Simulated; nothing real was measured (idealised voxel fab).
Title: Process Module voxel transistor to metal
Pictured: cross-section cut, 160 nm wide, on a grid of 5 nm square cells.
Cross-sections here: square-cell grids, written as top-down lists of bands, a band being one or more rows of cells.
Basically the band line says how high the top is and how high the bottom is, in nm, and then what's in it from left to right, every material with its width in nm. Empty space shows up as "empty", and if a single material carries "everywhere" it runs the full band edge to edge.
Heights are measured from 0, the level below which the as-received wafer is all one material; the lowest band has no bottom and continues downward, written as in "top 0, no bottom".
Width spec "30 to 40" -> top row of cells at first value, bottom row at second value, equal per-row change in between.
"nothing altered" (step): cross-section cells unchanged, all of them.
Under "Voids, sealed" you'll find the enclosed gaps, the ones with no way out to the top, that are 8 cells or bigger; each reads width x height at distance, with distance counted from the left edge, everything in nm.
Post-settings text on a step line: simulator's own remark regarding the step.
overlay nm: mask right of planned place by this much (step with mask). Neg. = left.
The following list gives the planned process steps:
1: RECEIVE (material Si)
2: OXIDIZE (depth nm 5)
3: CONFORMAL_DEP (material SiN; thk nm 10)
4: MASKED_ETCH (tone cover; mask id ACTIVE; width nm 100; etch materials SiN; depth nm 10; overlay nm 0)
5: MASKED_ETCH (tone cover; mask id ACTIVE; width nm 100; etch materials SiO2; depth nm 5; overlay nm 0)
6: MASKED_ETCH (tone cover; mask id ACTIVE; width nm 100; etch materials Si; depth nm 25; overlay nm 0)
7: OXIDIZE (depth nm 5)
8: FILL_DEP (material SiO2; thk nm 15)
9: CMP (height nm 10)
10: SELECTIVE_ETCH (etch materials SiO2; depth nm 5)
11: STRIP (etch materials SiN)
12: SELECTIVE_ETCH (etch materials SiO2; depth nm 5)
13: OXIDIZE (depth nm 5)
14: DIRECTIONAL_DEP (material polySi; thk nm 30)
15: DIRECTIONAL_DEP (material SiCN; thk nm 10)
16: MASKED_ETCH (tone cover; mask id GATE; width nm 20; etch materials SiCN; depth nm 20; overlay nm 0)
17: MASKED_ETCH (tone cover; mask id GATE; width nm 20; etch materials polySi; depth nm 40; overlay nm 0)
18: CONFORMAL_DEP (material SiN; thk nm 5)
19: DIRECTIONAL_ETCH (etch materials SiN; depth nm 5)
20: DIRECTIONAL_ETCH (etch materials SiO2; depth nm 5)
21: EPI (material pSi; thk nm 5)
22: FILL_DEP (material SiO2; thk nm 10)
23: CMP (height nm 35)
24: DIRECTIONAL_DEP (material SiO2; thk nm 15)
25: MASKED_ETCH (tone open; mask id CONTACT; width nm 15; pitch nm 75; etch materials SiO2; depth nm 55; overlay nm 0)
26: CONFORMAL_DEP (material TiN; thk nm 5)
27: FILL_DEP (material Ru; thk nm 5)
28: CMP (height nm 50)
29: CONFORMAL_DEP (material SiCN; thk nm 5)
30: DIRECTIONAL_DEP (material SiO2; thk nm 25)
31: PATTERN (tone open; mask id METAL_1; material resist; width nm 15; pitch nm 75; thk nm 15; overlay nm 0)
32: DIRECTIONAL_ETCH (etch materials SiO2; depth nm 25)
33: DIRECTIONAL_ETCH (etch materials SiCN; depth nm 5)
34: STRIP (etch materials resist)
35: CONFORMAL_DEP (material TiN; thk nm 5)
36: FILL_DEP (material Ru; thk nm 5)
37: CMP (height nm 80)
38: EPI (material Ru; thk nm 5)
39: FILL_DEP (material SiCN; thk nm 5)
Concerning the first of two wafers, which was run in accordance with the plan:
Step 1 complete: cross-section of the wafer as received:
* top 0, no bottom = Si everywhere
* Voids, sealed: none
How the wafer stands in section after step 2:
* top 0, bottom -5 = SiO2 everywhere
* Everything below -5 is unchanged.
How the wafer stands in section after step 3:
* top 10, bottom 0 = SiN everywhere
* Everything below 0 is unchanged.
How the wafer stands in section after step 4:
* top 10, bottom 0 = empty (30), SiN (100), empty (30)
* Everything below 0 is unchanged.
How the wafer stands in section after step 5:
* top 10, bottom 0 = empty (30), SiN (100), empty (30)
* top 0, bottom -5 = empty (30), SiO2 (100), empty (30)
* Everything below -5 is unchanged.
How the wafer stands in section after step 6:
* top 10, bottom 0 = empty (30), SiN (100), empty (30)
* top 0, bottom -5 = empty (30), SiO2 (100), empty (30)
* top -5, bottom -30 = empty (30), Si (100), empty (30)
* Everything below -30 is unchanged.
How the wafer stands in section after step 7:
* top 10, bottom 0 = empty (30), SiN (100), empty (30)
* top 0, bottom -5 = empty (30), SiO2 (100), empty (30)
* top -5, bottom -30 = empty (30), SiO2 (5), Si (90), SiO2 (5), empty (30)
* top -30, bottom -35 = SiO2 (35), Si (90), SiO2 (35)
* Everything below -35 is unchanged.
How the wafer stands in section after step 8:
* top 25, bottom 10 = SiO2 everywhere
* top 10, bottom 0 = SiO2 (30), SiN (100), SiO2 (30)
* top 0, bottom -5 = SiO2 everywhere
* top -5, bottom -35 = SiO2 (35), Si (90), SiO2 (35)
* Everything below -35 is unchanged.
How the wafer stands in section after step 9:
* top 10, bottom 0 = SiO2 (30), SiN (100), SiO2 (30)
* Everything below 0 is unchanged.
How the wafer stands in section after step 10:
* top 10, bottom 5 = empty (30), SiN (100), empty (30)
* Everything below 5 is unchanged.
How the wafer stands in section after step 11:
* top 5, bottom 0 = SiO2 (30), empty (100), SiO2 (30)
* Everything below 0 is unchanged.
How the wafer stands in section after step 12:
* top 0, bottom -5 = SiO2 (25), empty (110), SiO2 (25)
* Everything below -5 is unchanged.
How the wafer stands in section after step 13:
* top 0, bottom -5 = SiO2 (25), empty (110), SiO2 (25)
* top -5, bottom -10 = SiO2 everywhere
* Everything below -10 is unchanged.
How the wafer stands in section after step 14:
* top 30, bottom 25 = polySi (25), empty (110), polySi (25)
* top 25, bottom 0 = polySi everywhere
* top 0, bottom -5 = SiO2 (25), polySi (110), SiO2 (25)
* Everything below -5 is unchanged.
How the wafer stands in section after step 15:
* top 40, bottom 35 = SiCN (25), empty (110), SiCN (25)
* top 35, bottom 30 = SiCN everywhere
* top 30, bottom 25 = polySi (25), SiCN (110), polySi (25)
* Everything below 25 is unchanged.
How the wafer stands in section after step 16:
* top 35, bottom 30 = empty (70), SiCN (20), empty (70)
* top 30, bottom 25 = polySi (25), empty (45), SiCN (20), empty (45), polySi (25)
* Everything below 25 is unchanged.
How the wafer stands in section after step 17:
* top 35, bottom 25 = empty (70), SiCN (20), empty (70)
* top 25, bottom 0 = empty (70), polySi (20), empty (70)
* top 0, bottom -5 = SiO2 (25), empty (45), polySi (20), empty (45), SiO2 (25)
* Everything below -5 is unchanged.
How the wafer stands in section after step 18:
* top 40, bottom 35 = empty (65), SiN (30), empty (65)
* top 35, bottom 25 = empty (65), SiN (5), SiCN (20), SiN (5), empty (65)
* top 25, bottom 5 = empty (65), SiN (5), polySi (20), SiN (5), empty (65)
* top 5, bottom 0 = SiN (30), empty (35), SiN (5), polySi (20), SiN (5), empty (35), SiN (30)
* top 0, bottom -5 = SiO2 (25), SiN (45), polySi (20), SiN (45), SiO2 (25)
* Everything below -5 is unchanged.
How the wafer stands in section after step 19:
* top 35, bottom 25 = empty (65), SiN (5), SiCN (20), SiN (5), empty (65)
* top 25, bottom 0 = empty (65), SiN (5), polySi (20), SiN (5), empty (65)
* top 0, bottom -5 = SiO2 (25), SiN (5), empty (35), SiN (5), polySi (20), SiN (5), empty (35), SiN (5), SiO2 (25)
* Everything below -5 is unchanged.
How the wafer stands in section after step 20:
* top 35, bottom 25 = empty (65), SiN (5), SiCN (20), SiN (5), empty (65)
* top 25, bottom 0 = empty (65), SiN (5), polySi (20), SiN (5), empty (65)
* top 0, bottom -5 = empty (25), SiN (5), empty (35), SiN (5), polySi (20), SiN (5), empty (35), SiN (5), empty (25)
* top -5, bottom -10 = SiO2 (30), empty (35), SiO2 (30), empty (35), SiO2 (30)
* Everything below -10 is unchanged.
How the wafer stands in section after step 21:
* top 35, bottom 25 = empty (65), SiN (5), SiCN (20), SiN (5), empty (65)
* top 25, bottom 0 = empty (65), SiN (5), polySi (20), SiN (5), empty (65)
* top 0, bottom -5 = empty (25), SiN (5), empty (35), SiN (5), polySi (20), SiN (5), empty (35), SiN (5), empty (25)
* top -5, bottom -10 = SiO2 (30), pSi (35), SiO2 (30), pSi (35), SiO2 (30)
* Everything below -10 is unchanged.
How the wafer stands in section after step 22:
* top 45, bottom 35 = SiO2 everywhere
* top 35, bottom 25 = SiO2 (65), SiN (5), SiCN (20), SiN (5), SiO2 (65)
* top 25, bottom 0 = SiO2 (65), SiN (5), polySi (20), SiN (5), SiO2 (65)
* top 0, bottom -5 = SiO2 (25), SiN (5), SiO2 (35), SiN (5), polySi (20), SiN (5), SiO2 (35), SiN (5), SiO2 (25)
* Everything below -5 is unchanged.
How the wafer stands in section after step 23:
* top 35, bottom 25 = SiO2 (65), SiN (5), SiCN (20), SiN (5), SiO2 (65)
* Everything below 25 is unchanged.
How the wafer stands in section after step 24:
* top 50, bottom 35 = SiO2 everywhere
* Everything below 35 is unchanged.
How the wafer stands in section after step 25:
* top 50, bottom 35 = SiO2 (35), empty (15), SiO2 (60), empty (15), SiO2 (35)
* top 35, bottom 25 = SiO2 (35), empty (15), SiO2 (15), SiN (5), SiCN (20), SiN (5), SiO2 (15), empty (15), SiO2 (35)
* top 25, bottom 0 = SiO2 (35), empty (15), SiO2 (15), SiN (5), polySi (20), SiN (5), SiO2 (15), empty (15), SiO2 (35)
* top 0, bottom -5 = SiO2 (25), SiN (5), SiO2 (5), empty (15), SiO2 (15), SiN (5), polySi (20), SiN (5), SiO2 (15), empty (15), SiO2 (5), SiN (5), SiO2 (25)
* Everything below -5 is unchanged.
How the wafer stands in section after step 26:
* top 55, bottom 50 = TiN (40), empty (5), TiN (70), empty (5), TiN (40)
* top 50, bottom 35 = SiO2 (35), TiN (5), empty (5), TiN (5), SiO2 (60), TiN (5), empty (5), TiN (5), SiO2 (35)
* top 35, bottom 25 = SiO2 (35), TiN (5), empty (5), TiN (5), SiO2 (15), SiN (5), SiCN (20), SiN (5), SiO2 (15), TiN (5), empty (5), TiN (5), SiO2 (35)
* top 25, bottom 0 = SiO2 (35), TiN (5), empty (5), TiN (5), SiO2 (15), SiN (5), polySi (20), SiN (5), SiO2 (15), TiN (5), empty (5), TiN (5), SiO2 (35)
* top 0, bottom -5 = SiO2 (25), SiN (5), SiO2 (5), TiN (15), SiO2 (15), SiN (5), polySi (20), SiN (5), SiO2 (15), TiN (15), SiO2 (5), SiN (5), SiO2 (25)
* Everything below -5 is unchanged.
How the wafer stands in section after step 27:
* top 60, bottom 55 = Ru everywhere
* top 55, bottom 50 = TiN (40), Ru (5), TiN (70), Ru (5), TiN (40)
* top 50, bottom 35 = SiO2 (35), TiN (5), Ru (5), TiN (5), SiO2 (60), TiN (5), Ru (5), TiN (5), SiO2 (35)
* top 35, bottom 25 = SiO2 (35), TiN (5), Ru (5), TiN (5), SiO2 (15), SiN (5), SiCN (20), SiN (5), SiO2 (15), TiN (5), Ru (5), TiN (5), SiO2 (35)
* top 25, bottom 0 = SiO2 (35), TiN (5), Ru (5), TiN (5), SiO2 (15), SiN (5), polySi (20), SiN (5), SiO2 (15), TiN (5), Ru (5), TiN (5), SiO2 (35)
* Everything below 0 is unchanged.
How the wafer stands in section after step 28:
* top 50, bottom 35 = SiO2 (35), TiN (5), Ru (5), TiN (5), SiO2 (60), TiN (5), Ru (5), TiN (5), SiO2 (35)
* Everything below 35 is unchanged.
How the wafer stands in section after step 29:
* top 55, bottom 50 = SiCN everywhere
* Everything below 50 is unchanged.
How the wafer stands in section after step 30:
* top 80, bottom 55 = SiO2 everywhere
* Everything below 55 is unchanged.
How the wafer stands in section after step 31:
* top 95, bottom 80 = resist (35), empty (15), resist (60), empty (15), resist (35)
* Everything below 80 is unchanged.
How the wafer stands in section after step 32:
* top 95, bottom 80 = resist (35), empty (15), resist (60), empty (15), resist (35)
* top 80, bottom 55 = SiO2 (35), empty (15), SiO2 (60), empty (15), SiO2 (35)
* Everything below 55 is unchanged.
How the wafer stands in section after step 33:
* top 95, bottom 80 = resist (35), empty (15), resist (60), empty (15), resist (35)
* top 80, bottom 55 = SiO2 (35), empty (15), SiO2 (60), empty (15), SiO2 (35)
* top 55, bottom 50 = SiCN (35), empty (15), SiCN (60), empty (15), SiCN (35)
* Everything below 50 is unchanged.
How the wafer stands in section after step 34:
* top 80, bottom 55 = SiO2 (35), empty (15), SiO2 (60), empty (15), SiO2 (35)
* Everything below 55 is unchanged.
How the wafer stands in section after step 35:
* top 85, bottom 80 = TiN (40), empty (5), TiN (70), empty (5), TiN (40)
* top 80, bottom 55 = SiO2 (35), TiN (5), empty (5), TiN (5), SiO2 (60), TiN (5), empty (5), TiN (5), SiO2 (35)
* top 55, bottom 50 = SiCN (35), TiN (15), SiCN (60), TiN (15), SiCN (35)
* Everything below 50 is unchanged.
How the wafer stands in section after step 36:
* top 90, bottom 85 = Ru everywhere
* top 85, bottom 80 = TiN (40), Ru (5), TiN (70), Ru (5), TiN (40)
* top 80, bottom 55 = SiO2 (35), TiN (5), Ru (5), TiN (5), SiO2 (60), TiN (5), Ru (5), TiN (5), SiO2 (35)
* Everything below 55 is unchanged.
How the wafer stands in section after step 37:
* top 80, bottom 55 = SiO2 (35), TiN (5), Ru (5), TiN (5), SiO2 (60), TiN (5), Ru (5), TiN (5), SiO2 (35)
* Everything below 55 is unchanged.
How the wafer stands in section after step 38:
* top 85, bottom 80 = empty (30), Ru (25), empty (50), Ru (25), empty (30)
* Everything below 80 is unchanged.
How the wafer stands in section after step 39:
* top 90, bottom 85 = SiCN everywhere
* top 85, bottom 80 = SiCN (30), Ru (25), SiCN (50), Ru (25), SiCN (30)
* Everything below 80 is unchanged.
Second Wafer (Identical Start and Plan, One Processing Error; Matches First Wafer Through Step 38):
Cross-section: second wafer, time at which step 39 was scheduled to end: nothing altered
It is concluded that the wafer was processed incorrectly with respect to the plan, in that the plan's step 39 was left out and never carried out
The second wafer ends with more or fewer cells of some materials than the first, per final count: SiCN -54
